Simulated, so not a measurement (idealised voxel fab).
Name of the process module below: voxel capacitor over wiring
Displayed cross-section: cut, width of 205 nm, square cells sized 5 nm.
Cross-sections here: square-cell grids, written as top-down lists of bands, a band being one or more rows of cells. It is stipulated that each band's entry specify, in nanometres, the height of the top of the band and then that of its bottom, followed by the materials of the band in left-to-right sequence, each together with its width in nanometres. A single material marked by the word "everywhere" is understood to fill the band from edge to edge; the word "empty" is understood to denote empty space. Heads up on the height convention: 0 is the point under which the incoming wafer is all one material, and the lowest band has no bottom, it just keeps going down, like "0..down". The two numbers in a width such as "30 to 40" mark its ends across the band: the first belongs to the top row of cells, the second to the bottom row, and from each row to the next the width moves by the same amount. "nothing altered" means the step left every cell of the cross-section as it was. This entry, "Closed internal cavities", enumerates those empty regions of no fewer than 8 cells that possess no open connection to the top. Each region is reported in the form width x height at distance, the distance being taken from the left edge, with all three quantities expressed in nm. The remark found on a step's line after its settings is issued by the simulator itself and pertains to that step. "overlay nm", when on a step's line for a step with a mask, measures how far to the right of its planned place the mask lay; a negative measure means to the left.

# The planned process steps are enumerated hereunder
1,RECEIVE, material Si
2,CONFORMAL_DEP, material SiO2, thk nm 10
3,DIRECTIONAL_DEP, material TiN, thk nm 5
4,DIRECTIONAL_DEP, material Ru, thk nm 20
5,DIRECTIONAL_DEP, material aC, thk nm 10
6,PATTERN, tone cover, mask id METAL_1, material resist, width nm 30, pitch nm 90, thk nm 30, overlay nm 0
7,DIRECTIONAL_ETCH, etch materials aC, depth nm 10
8,STRIP, etch materials resist
9,DIRECTIONAL_ETCH, etch materials Ru, depth nm 20
10,DIRECTIONAL_ETCH, etch materials TiN, depth nm 5
11,STRIP, etch materials aC
12,FILL_DEP, material lowk, thk nm 10
13,CMP, height nm 35
14,CONFORMAL_DEP, material SiCN, thk nm 5
15,DIRECTIONAL_DEP, material lowk, thk nm 15
16,DIRECTIONAL_DEP, material aC, thk nm 10
17,PATTERN, tone open, mask id PLUG_1, material resist, width nm 15, thk nm 30, overlay nm 0
18,DIRECTIONAL_ETCH, etch materials aC, depth nm 10
19,STRIP, etch materials resist
20,DIRECTIONAL_ETCH, etch materials lowk, depth nm 15
21,DIRECTIONAL_ETCH, etch materials SiCN, depth nm 5
22,STRIP, etch materials aC
23,EPI, material Ru, thk nm 10
24,EPI, material Ru, thk nm 10
25,DIRECTIONAL_DEP, material TiN, thk nm 10
26,DIRECTIONAL_DEP, material HfO2, thk nm 5
27,DIRECTIONAL_DEP, material TiN, thk nm 5
28,DIRECTIONAL_DEP, material aC, thk nm 10
29,PATTERN, tone cover, mask id UPPER_PLATE, material resist, width nm 65, thk nm 30, overlay nm 0
30,DIRECTIONAL_ETCH, etch materials aC, depth nm 10
31,STRIP, etch materials resist
32,DIRECTIONAL_ETCH, etch materials TiN, depth nm 5
33,DIRECTIONAL_ETCH, etch materials HfO2, depth nm 5
34,STRIP, etch materials aC
35,PATTERN, tone cover, mask id LOWER_PLATE, material resist, width nm 75, thk nm 20, overlay nm 0
36,DIRECTIONAL_ETCH, etch materials TiN, depth nm 10
37,STRIP, etch materials resist
38,FILL_DEP, material SiO2, thk nm 15
39,CMP, height nm 85
40,PATTERN, tone open, mask id PLUG_2, material resist, width nm 15, thk nm 15, overlay nm 0
41,DIRECTIONAL_ETCH, etch materials SiO2, depth nm 10
42,STRIP, etch materials resist
43,CONFORMAL_DEP, material TiN, thk nm 5
44,FILL_DEP, material Cu, thk nm 10
45,CMP, height nm 85
46,CONFORMAL_DEP, material SiCN, thk nm 5

# First out of two wafers; run went to plan

# As received (post step 1): cross-section
	0..down: Si everywhere
	Closed internal cavities: none

# Once step 2 is through, the wafer looks like this in cross-section
	10..0: SiO2 everywhere
	Rest of section, below 0: as before.

# Once step 3 is through, the wafer looks like this in cross-section
	15..10: TiN everywhere
	Rest of section, below 10: as before.

# Once step 4 is through, the wafer looks like this in cross-section
	35..15: Ru everywhere
	Rest of section, below 15: as before.

# Once step 5 is through, the wafer looks like this in cross-section
	45..35: aC everywhere
	Rest of section, below 35: as before.

# Once step 6 is through, the wafer looks like this in cross-section
	75..45: empty 40, resist 30, empty 60, resist 30, empty 45
	Rest of section, below 45: as before.

# Once step 7 is through, the wafer looks like this in cross-section
	65..45: empty 40, resist 30, empty 60, resist 30, empty 45
	45..35: empty 40, aC 30, empty 60, aC 30, empty 45
	Rest of section, below 35: as before.

# Once step 8 is through, the wafer looks like this in cross-section
	45..35: empty 40, aC 30, empty 60, aC 30, empty 45
	Rest of section, below 35: as before.

# Once step 9 is through, the wafer looks like this in cross-section
	45..35: empty 40, aC 30, empty 60, aC 30, empty 45
	35..15: empty 40, Ru 30, empty 60, Ru 30, empty 45
	Rest of section, below 15: as before.

# Once step 10 is through, the wafer looks like this in cross-section
	45..35: empty 40, aC 30, empty 60, aC 30, empty 45
	35..15: empty 40, Ru 30, empty 60, Ru 30, empty 45
	15..10: empty 40, TiN 30, empty 60, TiN 30, empty 45
	Rest of section, below 10: as before.

# Once step 11 is through, the wafer looks like this in cross-section
	35..15: empty 40, Ru 30, empty 60, Ru 30, empty 45
	Rest of section, below 15: as before.

# Once step 12 is through, the wafer looks like this in cross-section
	45..35: lowk everywhere
	35..15: lowk 40, Ru 30, lowk 60, Ru 30, lowk 45
	15..10: lowk 40, TiN 30, lowk 60, TiN 30, lowk 45
	Rest of section, below 10: as before.

# Once step 13 is through, the wafer looks like this in cross-section
	35..15: lowk 40, Ru 30, lowk 60, Ru 30, lowk 45
	Rest of section, below 15: as before.

# Once step 14 is through, the wafer looks like this in cross-section
	40..35: SiCN everywhere
	Rest of section, below 35: as before.

# Once step 15 is through, the wafer looks like this in cross-section
	55..40: lowk everywhere
	Rest of section, below 40: as before.

# Once step 16 is through, the wafer looks like this in cross-section
	65..55: aC everywhere
	Rest of section, below 55: as before.

# Once step 17 is through, the wafer looks like this in cross-section
	95..65: resist 55, empty 15, resist 135
	Rest of section, below 65: as before.

# Once step 18 is through, the wafer looks like this in cross-section
	85..65: resist 55, empty 15, resist 135
	65..55: aC 55, empty 15, aC 135
	Rest of section, below 55: as before.

# Once step 19 is through, the wafer looks like this in cross-section
	65..55: aC 55, empty 15, aC 135
	Rest of section, below 55: as before.

# Once step 20 is through, the wafer looks like this in cross-section
	65..55: aC 55, empty 15, aC 135
	55..40: lowk 55, empty 15, lowk 135
	Rest of section, below 40: as before.

# Once step 21 is through, the wafer looks like this in cross-section
	65..55: aC 55, empty 15, aC 135
	55..40: lowk 55, empty 15, lowk 135
	40..35: SiCN 55, empty 15, SiCN 135
	Rest of section, below 35: as before.

# Once step 22 is through, the wafer looks like this in cross-section
	55..40: lowk 55, empty 15, lowk 135
	Rest of section, below 40: as before.

# Once step 23 is through, the wafer looks like this in cross-section
	55..45: lowk 55, empty 15, lowk 135
	45..40: lowk 55, Ru 15, lowk 135
	40..35: SiCN 55, Ru 15, SiCN 135
	Rest of section, below 35: as before.

# Once step 24 is through, the wafer looks like this in cross-section
	55..40: lowk 55, Ru 15, lowk 135
	Rest of section, below 40: as before.

# Once step 25 is through, the wafer looks like this in cross-section
	65..55: TiN everywhere
	Rest of section, below 55: as before.

# Once step 26 is through, the wafer looks like this in cross-section
	70..65: HfO2 everywhere
	Rest of section, below 65: as before.

# Once step 27 is through, the wafer looks like this in cross-section
	75..70: TiN everywhere
	Rest of section, below 70: as before.

# Once step 28 is through, the wafer looks like this in cross-section
	85..75: aC everywhere
	Rest of section, below 75: as before.

# Once step 29 is through, the wafer looks like this in cross-section
	115..85: empty 55, resist 65, empty 85
	Rest of section, below 85: as before.

# Once step 30 is through, the wafer looks like this in cross-section
	105..85: empty 55, resist 65, empty 85
	85..75: empty 55, aC 65, empty 85
	Rest of section, below 75: as before.

# Once step 31 is through, the wafer looks like this in cross-section
	85..75: empty 55, aC 65, empty 85
	Rest of section, below 75: as before.

# Once step 32 is through, the wafer looks like this in cross-section
	85..75: empty 55, aC 65, empty 85
	75..70: empty 55, TiN 65, empty 85
	Rest of section, below 70: as before.

# Once step 33 is through, the wafer looks like this in cross-section
	85..75: empty 55, aC 65, empty 85
	75..70: empty 55, TiN 65, empty 85
	70..65: empty 55, HfO2 65, empty 85
	Rest of section, below 65: as before.

# Once step 34 is through, the wafer looks like this in cross-section
	75..70: empty 55, TiN 65, empty 85
	Rest of section, below 70: as before.

# Once step 35 is through, the wafer looks like this in cross-section
	95..75: empty 50, resist 75, empty 80
	75..70: empty 50, resist 5, TiN 65, resist 5, empty 80
	70..65: empty 50, resist 5, HfO2 65, resist 5, empty 80
	Rest of section, below 65: as before.

# Once step 36 is through, the wafer looks like this in cross-section
	95..75: empty 50, resist 75, empty 80
	75..70: empty 50, resist 5, TiN 65, resist 5, empty 80
	70..65: empty 50, resist 5, HfO2 65, resist 5, empty 80
	65..55: empty 50, TiN 75, empty 80
	Rest of section, below 55: as before.

# Once step 37 is through, the wafer looks like this in cross-section
	75..70: empty 55, TiN 65, empty 85
	70..65: empty 55, HfO2 65, empty 85
	Rest of section, below 65: as before.

# Once step 38 is through, the wafer looks like this in cross-section
	90..75: SiO2 everywhere
	75..70: SiO2 55, TiN 65, SiO2 85
	70..65: SiO2 55, HfO2 65, SiO2 85
	65..55: SiO2 50, TiN 75, SiO2 80
	Rest of section, below 55: as before.

# Once step 39 is through, the wafer looks like this in cross-section
	85..75: SiO2 everywhere
	Rest of section, below 75: as before.

# Once step 40 is through, the wafer looks like this in cross-section
	100..85: resist 65, empty 15, resist 125
	Rest of section, below 85: as before.

# Once step 41 is through, the wafer looks like this in cross-section
	100..85: resist 65, empty 15, resist 125
	85..75: SiO2 65, empty 15, SiO2 125
	Rest of section, below 75: as before.

# Once step 42 is through, the wafer looks like this in cross-section
	85..75: SiO2 65, empty 15, SiO2 125
	Rest of section, below 75: as before.

# Once step 43 is through, the wafer looks like this in cross-section
	90..85: TiN 70, empty 5, TiN 130
	85..80: SiO2 65, TiN 5, empty 5, TiN 5, SiO2 125
	80..70: SiO2 65 to 55, TiN 15 to 65, SiO2 125 to 85
	Rest of section, below 70: as before.

# Once step 44 is through, the wafer looks like this in cross-section
	100..90: Cu everywhere
	90..85: TiN 70, Cu 5, TiN 130
	85..80: SiO2 65, TiN 5, Cu 5, TiN 5, SiO2 125
	Rest of section, below 80: as before.

# Once step 45 is through, the wafer looks like this in cross-section
	85..80: SiO2 65, TiN 5, Cu 5, TiN 5, SiO2 125
	Rest of section, below 80: as before.

# Once step 46 is through, the wafer looks like this in cross-section
	90..85: SiCN everywhere
	Rest of section, below 85: as before.

# Wafer two of the pair: same origin, same plan, one error during the run; identical to wafer one up to and including step 39

# Cross-sectional view of the second wafer at the intended end time of process step 40
	100..85: empty 65, resist 15, empty 125
	Rest of section, below 85: as before.

# Cross-sectional view of the second wafer at the intended end time of process step 41
	100..85: empty 65, resist 15, empty 125
	85..75: empty 65, SiO2 15, empty 125
	Rest of section, below 75: as before.

# Cross-sectional view of the second wafer at the intended end time of process step 42
	85..75: empty 65, SiO2 15, empty 125
	Rest of section, below 75: as before.

# Cross-sectional view of the second wafer at the intended end time of process step 43
	90..85: empty 60, TiN 25, empty 120
	85..80: empty 60, TiN 5, SiO2 15, TiN 5, empty 120
	80..75: TiN 65, SiO2 15, TiN 125
	Rest of section, below 75: as before.

# Cross-sectional view of the second wafer at the intended end time of process step 44
	100..90: Cu everywhere
	90..85: Cu 60, TiN 25, Cu 120
	85..80: Cu 60, TiN 5, SiO2 15, TiN 5, Cu 120
	Rest of section, below 80: as before.

# Cross-sectional view of the second wafer at the intended end time of process step 45
	85..80: Cu 60, TiN 5, SiO2 15, TiN 5, Cu 120
	Rest of section, below 80: as before.

# Cross-sectional view of the second wafer at the intended end time of process step 46
	90..85: SiCN everywhere
	Rest of section, below 85: as before.
Nonconformance to the process plan: so step 40 ended up running with a different setting than we planned, it ran as PATTERN, tone cover, mask id PLUG_2, material resist, width nm 15, thk nm 15, overlay nm 0
In the final state, the cell counts of the second wafer exceed or fall short of those of the first for the following materials: Cu +35; SiO2 -70; TiN +35
